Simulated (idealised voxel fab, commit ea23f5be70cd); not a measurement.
The process module presented herein is designated voxel air gaps.
FYI the section here is cut, 210 nm wide, cells are 5 nm squares.
Cross-section = grid of square cells, listed top down in bands; band = one or more rows. Band entry format. Leading values: height of top, height of bottom, nm. Remainder: materials in left-to-right order, each with its width in nm. Special words: "full width" on a single material, which then fills the band edge to edge; "air", empty space. Heights are expressed relative to 0, this being the level below which the as-received wafer comprises one material exclusively. The lowest band is unbounded in the downward direction and is denoted as in "0..down". A width given as "30..40" starts at the first number in the band's top row and ends at the second number in its bottom row, shifting by an equal amount at every step from row to row. "left unchanged" (step): cross-section cells unchanged, all of them. Closed empty spaces (no open way to the top) of 8 cells or more are what "Voids, sealed" lists, each as width x height at distance from the left edge, nm for all three. That trailing text on a step's line, after the settings, is the simulator's own remark on the step. overlay nm: where the mask lay relative to plan, measured to the right, on steps with a mask; negatives go left. Pairs from here to the end. Each: cross-section before one process step, cross-section after it, the latter only as far down as the lowest band that changed. Under each: the step between, and its settings. Mind that the pairs may be taken from different runs of this module on the same starting wafer; whether a pair continues from the pair above depends on its entry headed "Pre-process state", and it does only where that entry says so.

PRE-PROCESS STATE
> 70..60 | 15 of air, then 35 of Ru, then 10 of air, then 35 of Ru, then 10 of air, then 35 of Ru, then 10 of air, then 35 of Ru, then 25 of air
> 60..25 | 25 of SiO2, then 5 of TiN, then 5 of W, then 5 of TiN, then 30 of SiO2, then 5 of TiN, then 5 of W, then 5 of TiN, then 30 of SiO2, then 5 of TiN, then 5 of W, then 5 of TiN, then 30 of SiO2, then 5 of TiN, then 5 of W, then 5 of TiN, then 35 of SiO2
> 25..20 | 25 of SiO2, then 15 of TiN, then 30 of SiO2, then 15 of TiN, then 30 of SiO2, then 15 of TiN, then 30 of SiO2, then 15 of TiN, then 35 of SiO2
> 20..15 | SiN full width
> 15..0 | SiO2 full width
> 0..down | Si full width
> Voids, sealed: none

AFTER
> 70..60 | 15 of air, then 35 of Ru, then 10 of air, then 35 of Ru, then 10 of air, then 35 of Ru, then 10 of air, then 35 of Ru, then 25 of air
> 60..25 | 25 of air, then 5 of TiN, then 5 of W, then 5 of TiN, then 30 of air, then 5 of TiN, then 5 of W, then 5 of TiN, then 30 of air, then 5 of TiN, then 5 of W, then 5 of TiN, then 30 of air, then 5 of TiN, then 5 of W, then 5 of TiN, then 35 of air
> 25..20 | 25 of air, then 15 of TiN, then 30 of air, then 15 of TiN, then 30 of air, then 15 of TiN, then 30 of air, then 15 of TiN, then 35 of air
> Below 20, the layers are the same as they were.
> Voids, sealed: none
Step between the pre-process and post-process cross-sections given above: SELECTIVE_ETCH | etch materials SiO2 | depth nm 50

Pre-process state: taken from the pair above, after panel.

AFTER
> 75..70 | 10 of air, then 180 of SiN, then 20 of air
> 70..60 | 10 of air, then 5 of SiN, then 35 of Ru, then 10 of SiN, then 35 of Ru, then 10 of SiN, then 35 of Ru, then 10 of SiN, then 35 of Ru, then 5 of SiN, then 20 of air
> 60..55 | 10 of air, then 15 of SiN, then 5 of TiN, then 5 of W, then 5 of TiN, then 30 of SiN, then 5 of TiN, then 5 of W, then 5 of TiN, then 30 of SiN, then 5 of TiN, then 5 of W, then 5 of TiN, then 30 of SiN, then 5 of TiN, then 5 of W, then 5 of TiN, then 15 of SiN, then 20 of air
> 55..25 | 20 of air, then 5 of SiN, then 5 of TiN, then 5 of W, then 5 of TiN, then 5 of SiN, then 20 of air, then 5 of SiN, then 5 of TiN, then 5 of W, then 5 of TiN, then 5 of SiN, then 20 of air, then 5 of SiN, then 5 of TiN, then 5 of W, then 5 of TiN, then 5 of SiN, then 20 of air, then 5 of SiN, then 5 of TiN, then 5 of W, then 5 of TiN, then 5 of SiN, then 30 of air
> 25..20 | 25 of SiN, then 15 of TiN, then 30 of SiN, then 15 of TiN, then 30 of SiN, then 15 of TiN, then 30 of SiN, then 15 of TiN, then 35 of SiN
> Below 20, the layers are the same as they were.
> Voids, sealed: 20 x 30 at 45; 20 x 30 at 90; 20 x 30 at 135
Step between the pre-process and post-process cross-sections given above: CONFORMAL_DEP | material SiN | thk nm 5

PRE-PROCESS STATE
> 60..20 | 30 of SiO2, then 15 of air, then 30 of SiO2, then 15 of air, then 30 of SiO2, then 15 of air, then 30 of SiO2, then 15 of air, then 30 of SiO2
> 20..15 | SiN full width
> 15..0 | SiO2 full width
> 0..down | Si full width
> Voids, sealed: none

AFTER
> 65..60 | 35 of Ru, then 5 of air, then 40 of Ru, then 5 of air, then 40 of Ru, then 5 of air, then 40 of Ru, then 5 of air, then 35 of Ru
> 60..25 | 30 of SiO2, then 5 of Ru, then 5 of air, then 5 of Ru, then 30 of SiO2, then 5 of Ru, then 5 of air, then 5 of Ru, then 30 of SiO2, then 5 of Ru, then 5 of air, then 5 of Ru, then 30 of SiO2, then 5 of Ru, then 5 of air, then 5 of Ru, then 30 of SiO2
> 25..20 | 30 of SiO2, then 15 of Ru, then 30 of SiO2, then 15 of Ru, then 30 of SiO2, then 15 of Ru, then 30 of SiO2, then 15 of Ru, then 30 of SiO2
> Below 20, the layers are the same as they were.
> Voids, sealed: none
Step between the pre-process and post-process cross-sections given above: CONFORMAL_DEP | material Ru | thk nm 5

Pre-process state: taken from the pair above, after panel.

AFTER
> 70..65 | W full width
> 65..60 | 35 of Ru, then 5 of W, then 40 of Ru, then 5 of W, then 40 of Ru, then 5 of W, then 40 of Ru, then 5 of W, then 35 of Ru
> 60..25 | 30 of SiO2, then 5 of Ru, then 5 of W, then 5 of Ru, then 30 of SiO2, then 5 of Ru, then 5 of W, then 5 of Ru, then 30 of SiO2, then 5 of Ru, then 5 of W, then 5 of Ru, then 30 of SiO2, then 5 of Ru, then 5 of W, then 5 of Ru, then 30 of SiO2
> Below 25, the layers are the same as they were.
> Voids, sealed: none
Step between the pre-process and post-process cross-sections given above: FILL_DEP | material W | thk nm 5

Pre-process state: taken from the pair above, after panel.

AFTER
> 60..25 | 30 of SiO2, then 5 of Ru, then 5 of W, then 5 of Ru, then 30 of SiO2, then 5 of Ru, then 5 of W, then 5 of Ru, then 30 of SiO2, then 5 of Ru, then 5 of W, then 5 of Ru, then 30 of SiO2, then 5 of Ru, then 5 of W, then 5 of Ru, then 30 of SiO2
> Below 25, the layers are the same as they were.
> Voids, sealed: none
Step between the pre-process and post-process cross-sections given above: CMP | height nm 60

Pre-process state: taken from the pair above, after panel.

AFTER
> 70..60 | 20 of air, then 35 of Ru, then 10 of air, then 35 of Ru, then 10 of air, then 35 of Ru, then 10 of air, then 35 of Ru, then 20 of air
> Below 60, the layers are the same as they were.
> Voids, sealed: none
Step between the pre-process and post-process cross-sections given above: EPI | material Ru | thk nm 10

Pre-process state: taken from the pair above, after panel.

AFTER
> 70..60 | 20 of air, then 35 of Ru, then 10 of air, then 35 of Ru, then 10 of air, then 35 of Ru, then 10 of air, then 35 of Ru, then 20 of air
> 60..25 | 30 of air, then 5 of Ru, then 5 of W, then 5 of Ru, then 30 of air, then 5 of Ru, then 5 of W, then 5 of Ru, then 30 of air, then 5 of Ru, then 5 of W, then 5 of Ru, then 30 of air, then 5 of Ru, then 5 of W, then 5 of Ru, then 30 of air
> 25..20 | 30 of air, then 15 of Ru, then 30 of air, then 15 of Ru, then 30 of air, then 15 of Ru, then 30 of air, then 15 of Ru, then 30 of air
> Below 20, the layers are the same as they were.
> Voids, sealed: none
Step between the pre-process and post-process cross-sections given above: SELECTIVE_ETCH | etch materials SiO2 | depth nm 50

Pre-process state: taken from the pair above, after panel.

AFTER
> 75..70 | 15 of air, then 180 of SiN, then 15 of air
> 70..60 | 15 of air, then 5 of SiN, then 35 of Ru, then 10 of SiN, then 35 of Ru, then 10 of SiN, then 35 of Ru, then 10 of SiN, then 35 of Ru, then 5 of SiN, then 15 of air
> 60..55 | 15 of air, then 15 of SiN, then 5 of Ru, then 5 of W, then 5 of Ru, then 30 of SiN, then 5 of Ru, then 5 of W, then 5 of Ru, then 30 of SiN, then 5 of Ru, then 5 of W, then 5 of Ru, then 30 of SiN, then 5 of Ru, then 5 of W, then 5 of Ru, then 15 of SiN, then 15 of air
> 55..25 | 25 of air, then 5 of SiN, then 5 of Ru, then 5 of W, then 5 of Ru, then 5 of SiN, then 20 of air, then 5 of SiN, then 5 of Ru, then 5 of W, then 5 of Ru, then 5 of SiN, then 20 of air, then 5 of SiN, then 5 of Ru, then 5 of W, then 5 of Ru, then 5 of SiN, then 20 of air, then 5 of SiN, then 5 of Ru, then 5 of W, then 5 of Ru, then 5 of SiN, then 25 of air
> 25..20 | 30 of SiN, then 15 of Ru, then 30 of SiN, then 15 of Ru, then 30 of SiN, then 15 of Ru, then 30 of SiN, then 15 of Ru, then 30 of SiN
> Below 20, the layers are the same as they were.
> Voids, sealed: 20 x 30 at 50; 20 x 30 at 95; 20 x 30 at 140
Step between the pre-process and post-process cross-sections given above: CONFORMAL_DEP | material SiN | thk nm 5

PRE-PROCESS STATE
> 60..20 | SiO2 full width
> 20..15 | SiN full width
> 15..0 | SiO2 full width
> 0..down | Si full width
> Voids, sealed: none

AFTER
> 80..60 | 30 of air, then 15 of resist, then 30 of air, then 15 of resist, then 30 of air, then 15 of resist, then 30 of air, then 15 of resist, then 30 of air
> Below 60, the layers are the same as they were.
> Voids, sealed: none
Step between the pre-process and post-process cross-sections given above: PATTERN | tone cover | mask id LINES | material resist | width nm 15 | pitch nm 45 | thk nm 20 | overlay nm 0

Pre-process state: taken from the pair above, after panel.

AFTER
> 80..60 | 30 of air, then 15 of resist, then 30 of air, then 15 of resist, then 30 of air, then 15 of resist, then 30 of air, then 15 of resist, then 30 of air
> 60..20 | 30 of air, then 15 of SiO2, then 30 of air, then 15 of SiO2, then 30 of air, then 15 of SiO2, then 30 of air, then 15 of SiO2, then 30 of air
> Below 20, the layers are the same as they were.
> Voids, sealed: none
Step between the pre-process and post-process cross-sections given above: DIRECTIONAL_ETCH | etch materials SiO2 | depth nm 40

Pre-process state: taken from the pair above, after panel.

AFTER
> 60..20 | 30 of air, then 15 of SiO2, then 30 of air, then 15 of SiO2, then 30 of air, then 15 of SiO2, then 30 of air, then 15 of SiO2, then 30 of air
> Below 20, the layers are the same as they were.
> Voids, sealed: none
Step between the pre-process and post-process cross-sections given above: STRIP | etch materials resist

Pre-process state: taken from the pair above, after panel.

AFTER
> 65..60 | 25 of air, then 25 of TiN, then 20 of air, then 25 of TiN, then 20 of air, then 25 of TiN, then 20 of air, then 25 of TiN, then 25 of air
> 60..25 | 25 of air, then 5 of TiN, then 15 of SiO2, then 5 of TiN, then 20 of air, then 5 of TiN, then 15 of SiO2, then 5 of TiN, then 20 of air, then 5 of TiN, then 15 of SiO2, then 5 of TiN, then 20 of air, then 5 of TiN, then 15 of SiO2, then 5 of TiN, then 25 of air
> 25..20 | 30 of TiN, then 15 of SiO2, then 30 of TiN, then 15 of SiO2, then 30 of TiN, then 15 of SiO2, then 30 of TiN, then 15 of SiO2, then 30 of TiN
> Below 20, the layers are the same as they were.
> Voids, sealed: none
Step between the pre-process and post-process cross-sections given above: CONFORMAL_DEP | material TiN | thk nm 5

Pre-process state: taken from the pair above, after panel.

AFTER
> 70..65 | W full width
> 65..60 | 25 of W, then 25 of TiN, then 20 of W, then 25 of TiN, then 20 of W, then 25 of TiN, then 20 of W, then 25 of TiN, then 25 of W
> 60..25 | 25 of W, then 5 of TiN, then 15 of SiO2, then 5 of TiN, then 20 of W, then 5 of TiN, then 15 of SiO2, then 5 of TiN, then 20 of W, then 5 of TiN, then 15 of SiO2, then 5 of TiN, then 20 of W, then 5 of TiN, then 15 of SiO2, then 5 of TiN, then 25 of W
> Below 25, the layers are the same as they were.
> Voids, sealed: none
Step between the pre-process and post-process cross-sections given above: FILL_DEP | material W | thk nm 5

Pre-process state: taken from the pair above, after panel.

AFTER
> 60..25 | 25 of W, then 5 of TiN, then 15 of SiO2, then 5 of TiN, then 20 of W, then 5 of TiN, then 15 of SiO2, then 5 of TiN, then 20 of W, then 5 of TiN, then 15 of SiO2, then 5 of TiN, then 20 of W, then 5 of TiN, then 15 of SiO2, then 5 of TiN, then 25 of W
> Below 25, the layers are the same as they were.
> Voids, sealed: none
Step between the pre-process and post-process cross-sections given above: CMP | height nm 60

Pre-process state: taken from the pair above, after panel.

AFTER
> 70..60 | Ru full width
> Below 60, the layers are the same as they were.
> Voids, sealed: none
Step between the pre-process and post-process cross-sections given above: EPI | material Ru | thk nm 10

Pre-process state: taken from the pair above, after panel.

AFTER
> 75..70 | SiN full width
> Below 70, the layers are the same as they were.
> Voids, sealed: none
Step between the pre-process and post-process cross-sections given above: CONFORMAL_DEP | material SiN | thk nm 5
